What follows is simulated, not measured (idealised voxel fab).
process module | voxel tone inversion
cross-section cut | 160 nm wide | cells 5 nm
A cross-section is a grid of square cells, given in bands from the top down. A band is one or more rows of cells.
Each band's line starts with the height of the band's top and of its bottom, in nm. Then come its materials from left to right, each with its width in nm. One material with "throughout" fills the band from edge to edge. "air" is empty space.
Height 0 is the level under which the wafer as received is all one material. The lowest band goes on downwards, as in "0 down".
A width such as "30 to 40" changes by the same amount from each row of cells to the next, from the band's top row to its bottom row.
"no change" after a step means that no cell of the cross-section changed.
closed voids: empty space of 8 cells or more with no open way to the top, each as width x height at its distance from the left edge, in nm
after a step's settings: what the simulator itself notes on the step
overlay nm, on a step with a mask: how far to the right of its planned place the mask lay; to the left if negative
plan
1 op RECEIVE | material Si
2 op CONFORMAL_DEP | material SiCN | thk nm 5
3 op DIRECTIONAL_DEP | material aC | thk nm 15
4 op PATTERN | tone cover | mask id POSTS | material resist | width nm 20 | pitch nm 35 | thk nm 25 | overlay nm 0
5 op DIRECTIONAL_ETCH | etch materials aC | depth nm 15
6 op STRIP | etch materials resist
7 op FILL_DEP | material SiO2 | thk nm 10
8 op CMP | height nm 20
9 op STRIP | etch materials aC
as received, after step 1
  0 down: Si throughout
  closed voids: none
first wafer at the end, as planned
  20 to 5: SiO2 15 | air 20 | SiO2 15 | air 20 | SiO2 15 | air 20 | SiO2 15 | air 20 | SiO2 20
  5 to 0: SiCN throughout
  0 down: Si throughout
  closed voids: none
second wafer at the end: like start, like plan, one mistake
  20 to 5: air 15 | aC 20 | air 15 | aC 20 | air 15 | aC 20 | air 15 | aC 20 | air 20
  5 to 0: SiCN throughout
  0 down: Si throughout
  closed voids: none
what went wrong: step 9 ran as: op STRIP | etch materials SiO2
at the end the second wafer has, in cells: 48 fewer of SiO2 | 48 more of aC
